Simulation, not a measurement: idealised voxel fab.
Name of the process module below: voxel local oxidation
Displayed cross-section: cut, width of 210 nm, square cells sized 5 nm.
Throughout this document, each cross-section is represented as a grid of square cells and is presented as a sequence of bands enumerated from the top downward, where a band comprises one or more rows of cells. Each band's line starts with the height of the band's top and of its bottom, in nm. Then come its materials from left to right, each with its width in nm. One material with "everywhere" fills the band from edge to edge. "blank" is empty space. A quick word on heights: they are counted from 0, and under that level the wafer as it came to us is one material throughout. The lowest band is different from the rest in having no bottom; it simply continues downward, written as in "0 and below". Width spec "30->40" -> top row of cells at first value, bottom row at second value, equal per-row change in between. What does "nothing got changed" mean for a step? It means no cell of the cross-section changed in that step. In the "Closed void inventory" entry, you get each enclosed empty space of 8 cells or more, one with no open way to the top, written width x height at distance, distance from the left edge, in nm. What comes after the settings on a step's line is commentary from the simulator itself on that step. When a step includes a mask, the "overlay nm" setting on its line states how far to the right of its planned place that mask lay, and negative values state how far to the left.

# Set out below are the planned steps of the process
1: op RECEIVE | material Si
2: op OXIDIZE | depth nm 5
3: op CONFORMAL_DEP | material SiN | thk nm 15
4: op MASKED_ETCH | tone cover | mask id ACTIVE | width nm 95 | etch materials SiN | depth nm 15 | overlay nm -15
5: op SELECTIVE_ETCH | etch materials SiO2 | depth nm 5
6: op OXIDIZE | depth nm 15
7: op STRIP | etch materials SiN
Wafers differ in overlay nm at step 4; plan lists the first wafer's value; identical starting state.

# So this is the first of several wafers, cross-sectioned as it came to us, meaning it's at the end of step 1
- 0 and below  Si everywhere
- Closed void inventory: none

# wafer rows; end of module; cells per material since receipt: (+) gained, (-) lost; then closed voids
overlay nm -15 | -135 Si | +110 SiO2 | Closed void inventory: none
overlay nm -10 | -135 Si | +110 SiO2 | Closed void inventory: none
overlay nm -5 | -135 Si | +110 SiO2 | Closed void inventory: none
overlay nm 0 | -135 Si | +110 SiO2 | Closed void inventory: none
overlay nm 5 | -135 Si | +110 SiO2 | Closed void inventory: none
overlay nm 10 | -135 Si | +110 SiO2 | Closed void inventory: none
overlay nm 15 | -135 Si | +110 SiO2 | Closed void inventory: none
